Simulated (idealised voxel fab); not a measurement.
Process module under the name voxel fin reveal
Shown is cross-section cut, with a width of 230 nm and square cells of size 5 nm.
A cross-section is written here as square cells arranged in a grid, and it is given in bands from the top down, each band taking up one or more rows of cells. Heights first: top, then bottom, in nm. Then materials, left to right, each with a width in nm. "full width" on a single material: fills the band edge to edge. "air": empty space. All heights in this document are referenced to 0, defined as the level beneath which the wafer, as received, consists entirely of one material. The lowest band is not bounded below; it extends indefinitely downward and is written in the form "z 0 and below". The notation "30->40" denotes a width that varies across the rows of cells in the band, beginning at the first number in the top row, finishing at the second number in the bottom row, and changing by an identical amount from each row to the next. The cross-section has no changed cell in any step marked "left unchanged". Basically, "Closed void entries" tells you about the enclosed voids: empty spaces with no open way to the top, 8 cells or bigger, each written width x height at distance, where distance is from the left edge, all in nm. Where a step's line continues beyond its settings, the continuation is a remark by the simulator itself on that step. Each step line may optionally specify "overlay nm", which for a step with a mask gives the rightward distance between the mask's planned place and where it lay, a negative value indicating the leftward direction.

The process steps that were planned are listed below
1) RECEIVE | material Si
2) CONFORMAL_DEP | material SiN | thk nm 5
3) DIRECTIONAL_DEP | material aC | thk nm 15
4) PATTERN | tone cover | mask id FINS | material resist | width nm 15 | pitch nm 35 | thk nm 35 | overlay nm 0
5) DIRECTIONAL_ETCH | etch materials aC | depth nm 15
6) STRIP | etch materials resist
7) DIRECTIONAL_ETCH | etch materials SiN | depth nm 5
8) DIRECTIONAL_ETCH | etch materials Si | depth nm 30
9) STRIP | etch materials aC
10) FILL_DEP | material SiO2 | thk nm 10
11) CMP | height nm 5
12) SELECTIVE_ETCH | etch materials SiO2 | depth nm 25
13) STRIP | etch materials SiN
14) CONFORMAL_DEP | material HfO2 | thk nm 5

Wafer cross-section on receipt, i.e. after step 1
- z 0 and below = Si full width
- Closed void entries: none

One mistake in running the module, otherwise start and plan as above: cross-section at the end
- z 5 to 0 = 65 nm air  25 nm HfO2  10 nm air  25 nm HfO2  10 nm air  25 nm HfO2  70 nm air
- z 0 to -15 = 65 nm air  5 nm HfO2  15 nm Si  5 nm HfO2  10 nm air  5 nm HfO2  15 nm Si  5 nm HfO2  10 nm air  5 nm HfO2  15 nm Si  5 nm HfO2  70 nm air
- z -15 to -20 = 50 nm HfO2  15 nm air  5 nm HfO2  15 nm Si  5 nm HfO2  10 nm air  5 nm HfO2  15 nm Si  5 nm HfO2  10 nm air  5 nm HfO2  15 nm Si  5 nm HfO2  15 nm air  55 nm HfO2
- z -20 to -25 = 45 nm SiO2  25 nm HfO2  15 nm Si  20 nm HfO2  15 nm Si  20 nm HfO2  15 nm Si  25 nm HfO2  50 nm SiO2
- z -25 to -30 = 70 nm SiO2  15 nm Si  20 nm SiO2  15 nm Si  20 nm SiO2  15 nm Si  75 nm SiO2
- z -30 and below = Si full width
- Closed void entries: none
Processing error: order of steps 12 and 13 inverted relative to the plan
